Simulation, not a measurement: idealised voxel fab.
This is a process module. Its name is voxel gate over fins.
Displayed cross-section: cut, width of 230 nm, square cells sized 5 nm.
When this document writes out a cross-section, it uses a grid of square cells and lists it as bands, beginning at the top and moving down, with a band standing for one or more rows of cells. Per band: top height and bottom height in nm, followed by the left-to-right materials and their widths in nm; "throughout" marks a single material spanning edge to edge, "blank" marks empty space. Zero point of the height axis is 0; under it, received wafer = one material. Lowest band: continues down indefinitely, "0 nm and below". Width "30 to 40": first value at the band's top row of cells, second value at its bottom row, equal change from row to row. The designation "everything unchanged", where it is given for a processing step, indicates that no cell of the cross-section was altered in the course of that step. Look at "Closed voids list" for the closed voids: empty spaces with no open path to the top, sized 8 cells or up. Each is width x height at distance, distance from the left edge, all nm. after a step's settings: what the simulator itself notes on the step. "overlay nm", when on a step's line for a step with a mask, measures how far to the right of its planned place the mask lay; a negative measure means to the left.
THE PROCESS STEPS THAT WERE PLANNED ARE LISTED BELOW
1,RECEIVE (material Si)
2,CONFORMAL_DEP (material SiN; thk nm 5)
3,MASKED_ETCH (tone cover; mask id FINS; width nm 15; pitch nm 35; etch materials SiN; depth nm 5; overlay nm 0)
4,MASKED_ETCH (tone cover; mask id FINS; width nm 15; pitch nm 35; etch materials Si; depth nm 40; overlay nm 0)
5,OXIDIZE (depth nm 5)
6,FILL_DEP (material SiO2; thk nm 10)
7,CMP (height nm 5)
8,SELECTIVE_ETCH (etch materials SiO2; depth nm 20)
9,STRIP (etch materials SiN)
10,CONFORMAL_DEP (material HfO2; thk nm 5)
11,CONFORMAL_DEP (material TiN; thk nm 5)
12,FILL_DEP (material W; thk nm 15)
13,CMP (height nm 20)
14,CONFORMAL_DEP (material SiCN; thk nm 5)
THIS IS THE CROSS-SECTION OF THE WAFER AS WE RECEIVED IT, I.E. AFTER STEP 1
> 0 nm and below | Si throughout
> Closed voids list: none
AS-PLANNED RUN: CROSS-SECTION OF THE FIRST OF TWO WAFERS AT END OF MODULE
> 25 nm to 20 nm | SiCN throughout
> 20 nm to 10 nm | W throughout
> 10 nm to 5 nm | W=65, TiN=25, W=10, TiN=25, W=10, TiN=25, W=70
> 5 nm to 0 nm | W=65, TiN=5, HfO2=15, TiN=5, W=10, TiN=5, HfO2=15, TiN=5, W=10, TiN=5, HfO2=15, TiN=5, W=70
> 0 nm to -5 nm | W=65, TiN=5, HfO2=5, Si=5, HfO2=5, TiN=5, W=10, TiN=5, HfO2=5, Si=5, HfO2=5, TiN=5, W=10, TiN=5, HfO2=5, Si=5, HfO2=5, TiN=5, W=70
> -5 nm to -10 nm | TiN=70, HfO2=5, Si=5, HfO2=5, TiN=20, HfO2=5, Si=5, HfO2=5, TiN=20, HfO2=5, Si=5, HfO2=5, TiN=75
> -10 nm to -15 nm | HfO2=75, Si=5, HfO2=30, Si=5, HfO2=30, Si=5, HfO2=80
> -15 nm to -45 nm | SiO2=75, Si=5, SiO2=30, Si=5, SiO2=30, Si=5, SiO2=80
> -45 nm and below | Si throughout
> Closed voids list: none
END OF MODULE, SECOND WAFER, CROSS-SECTION. STARTED LIKE THE FIRST, PLANNED LIKE THE FIRST, RUN WITH ONE MISTAKE
> 25 nm to 20 nm | SiCN throughout
> 20 nm to 10 nm | W throughout
> 10 nm to 5 nm | TiN=75, W=5, TiN=30, W=5, TiN=30, W=5, TiN=80
> 5 nm to 0 nm | HfO2=70, TiN=15, HfO2=20, TiN=15, HfO2=20, TiN=15, HfO2=75
> 0 nm to -5 nm | Si=65, HfO2=25, Si=10, HfO2=25, Si=10, HfO2=25, Si=70
> -5 nm and below | Si throughout
> Closed voids list: none
Processing error: step 3 went in with a setting other than planned; the actual run was MASKED_ETCH (tone open; mask id FINS; width nm 15; pitch nm 35; etch materials SiN; depth nm 5; overlay nm 0)
At the finish, the second wafer shows more or fewer cells for some materials than the first does: -12 HfO2, +372 Si, -258 SiO2, -12 TiN, -90 W
